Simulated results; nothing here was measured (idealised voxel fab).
voxel transistor to metal: a process module
Square cells of 5 nm make up the cross-section cut, whose width is 185 nm.
This document writes a cross-section as a grid whose cells are square, and gives it as bands, listed from the top down; one or more rows of cells form a band.
Per band: top height and bottom height in nm, followed by the left-to-right materials and their widths in nm; "throughout" marks a single material spanning edge to edge, "blank" marks empty space.
Height 0 is the level under which the wafer as received is all one material. The lowest band goes on downwards, as in "0 and below".
Width spec "30 to 40" -> top row of cells at first value, bottom row at second value, equal per-row change in between.
When a step is marked "no alteration", none of the cells in the cross-section changed during that step.
Each empty space that has no open way to the top and spans at least 8 cells appears under "Unvented internal voids" as width x height at distance, the distance counted from the left edge, all in nm.
The remark found on a step's line after its settings is issued by the simulator itself and pertains to that step.
Regarding "overlay nm": on a step with a mask, it is the distance the mask lay to the right of its planned place; a negative value places it to the left.

### plan
1. RECEIVE [material Si]
2. OXIDIZE [depth nm 5]
3. CONFORMAL_DEP [material SiN] [thk nm 15]
4. PATTERN [tone cover] [mask id ACTIVE] [material resist] [width nm 115] [thk nm 15] [overlay nm 0]
5. DIRECTIONAL_ETCH [etch materials SiN] [depth nm 15]
6. DIRECTIONAL_ETCH [etch materials SiO2] [depth nm 5]
7. DIRECTIONAL_ETCH [etch materials Si] [depth nm 30]
8. STRIP [etch materials resist]
9. OXIDIZE [depth nm 5]
10. FILL_DEP [material SiO2] [thk nm 10]
11. CMP [height nm 15]
12. SELECTIVE_ETCH [etch materials SiO2] [depth nm 10]
13. STRIP [etch materials SiN]
14. SELECTIVE_ETCH [etch materials SiO2] [depth nm 5]
15. OXIDIZE [depth nm 5]
16. DIRECTIONAL_DEP [material polySi] [thk nm 30]
17. DIRECTIONAL_DEP [material SiCN] [thk nm 15]
18. PATTERN [tone cover] [mask id GATE] [material resist] [width nm 35] [thk nm 20] [overlay nm 0]
19. DIRECTIONAL_ETCH [etch materials SiCN] [depth nm 25]
20. DIRECTIONAL_ETCH [etch materials polySi] [depth nm 40]
21. STRIP [etch materials resist]
22. CONFORMAL_DEP [material SiN] [thk nm 5]
23. DIRECTIONAL_ETCH [etch materials SiN] [depth nm 5]
24. DIRECTIONAL_ETCH [etch materials SiO2] [depth nm 5]
25. DIRECTIONAL_ETCH [etch materials Si] [depth nm 10]
26. EPI [material pSi] [thk nm 15]
27. FILL_DEP [material SiO2] [thk nm 5]
28. CMP [height nm 25]
29. STRIP [etch materials polySi]
30. SELECTIVE_ETCH [etch materials SiO2] [depth nm 5]
31. CONFORMAL_DEP [material HfO2] [thk nm 5]
32. CONFORMAL_DEP [material TiN] [thk nm 5]
33. FILL_DEP [material W] [thk nm 10]
34. CMP [height nm 20]
35. DIRECTIONAL_DEP [material SiO2] [thk nm 10]
36. PATTERN [tone open] [mask id CONTACT] [material resist] [width nm 15] [pitch nm 90] [thk nm 15] [overlay nm 0]
37. DIRECTIONAL_ETCH [etch materials SiO2] [depth nm 35]
38. STRIP [etch materials resist]
39. CONFORMAL_DEP [material TiN] [thk nm 5]
40. FILL_DEP [material W] [thk nm 10]
41. CMP [height nm 30]
42. CONFORMAL_DEP [material SiCN] [thk nm 5]
43. DIRECTIONAL_DEP [material lowk] [thk nm 25]
44. PATTERN [tone open] [mask id METAL_1] [material resist] [width nm 15] [pitch nm 90] [thk nm 15] [overlay nm 0]
45. DIRECTIONAL_ETCH [etch materials lowk] [depth nm 25]
46. DIRECTIONAL_ETCH [etch materials SiCN] [depth nm 5]
47. STRIP [etch materials resist]
48. CONFORMAL_DEP [material TiN] [thk nm 5]
49. FILL_DEP [material Cu] [thk nm 10]
50. CMP [height nm 60]
51. EPI [material Ru] [thk nm 5]
52. FILL_DEP [material SiCN] [thk nm 5]
53. DIRECTIONAL_DEP [material lowk] [thk nm 30]
54. MASKED_ETCH [tone open] [mask id METAL_2] [width nm 15] [pitch nm 90] [etch materials lowk] [depth nm 20] [overlay nm 0]
55. PATTERN [tone open] [mask id METAL_2_HOLES] [material resist] [width nm 15] [pitch nm 90] [thk nm 20] [overlay nm 0]
56. DIRECTIONAL_ETCH [etch materials lowk] [depth nm 10]
57. DIRECTIONAL_ETCH [etch materials SiCN] [depth nm 5]
58. STRIP [etch materials resist]
59. CONFORMAL_DEP [material TiN] [thk nm 5]
60. FILL_DEP [material Cu] [thk nm 5]
61. CMP [height nm 100]
62. CONFORMAL_DEP [material SiCN] [thk nm 5]

### Here's what the wafer looked like in cross-section when it arrived - that's after step 1
0 and below  Si throughout
Unvented internal voids: none

### Look at the cross-section after the module: the wafer started out the way shown above and the plan was the one shown above, yet one mistake was made along the way
105 down to 100  SiCN throughout
100 down to 70  40 nm lowk / 5 nm TiN / 5 nm Cu / 5 nm TiN / 75 nm lowk / 5 nm TiN / 5 nm Cu / 5 nm TiN / 40 nm lowk
70 down to 65  40 nm SiCN / 15 nm TiN / 75 nm SiCN / 15 nm TiN / 40 nm SiCN
65 down to 60  35 nm SiCN / 25 nm Ru / 65 nm SiCN / 25 nm Ru / 35 nm SiCN
60 down to 35  40 nm lowk / 5 nm TiN / 5 nm Cu / 5 nm TiN / 75 nm lowk / 5 nm TiN / 5 nm Cu / 5 nm TiN / 40 nm lowk
35 down to 30  40 nm SiCN / 15 nm TiN / 75 nm SiCN / 15 nm TiN / 40 nm SiCN
30 down to 20  40 nm SiO2 / 5 nm TiN / 5 nm W / 5 nm TiN / 75 nm SiO2 / 5 nm TiN / 5 nm W / 5 nm TiN / 40 nm SiO2
20 down to 15  40 nm SiO2 / 15 nm TiN / 15 nm SiO2 / 5 nm SiN / 5 nm HfO2 / 5 nm TiN / 15 nm W / 5 nm TiN / 5 nm HfO2 / 5 nm SiN / 15 nm SiO2 / 15 nm TiN / 40 nm SiO2
15 down to 5  40 nm SiO2 / 5 nm TiN / 25 nm pSi / 5 nm SiN / 5 nm HfO2 / 5 nm TiN / 15 nm W / 5 nm TiN / 5 nm HfO2 / 5 nm SiN / 25 nm pSi / 5 nm TiN / 40 nm SiO2
5 down to 0  30 nm SiO2 / 40 nm pSi / 5 nm SiN / 5 nm HfO2 / 5 nm TiN / 15 nm W / 5 nm TiN / 5 nm HfO2 / 5 nm SiN / 40 nm pSi / 30 nm SiO2
0 down to -5  30 nm SiO2 / 5 nm SiN / 35 nm pSi / 5 nm SiN / 5 nm HfO2 / 25 nm TiN / 5 nm HfO2 / 5 nm SiN / 35 nm pSi / 5 nm SiN / 30 nm SiO2
-5 down to -10  35 nm SiO2 / 35 nm pSi / 45 nm HfO2 / 35 nm pSi / 35 nm SiO2
-10 down to -20  40 nm SiO2 / 30 nm pSi / 45 nm Si / 30 nm pSi / 40 nm SiO2
-20 down to -40  40 nm SiO2 / 105 nm Si / 40 nm SiO2
-40 and below  Si throughout
Unvented internal voids: none
Where did the run depart from the plan? so step 26 ended up running with a different setting than we planned, it ran as EPI [material pSi] [thk nm 25]
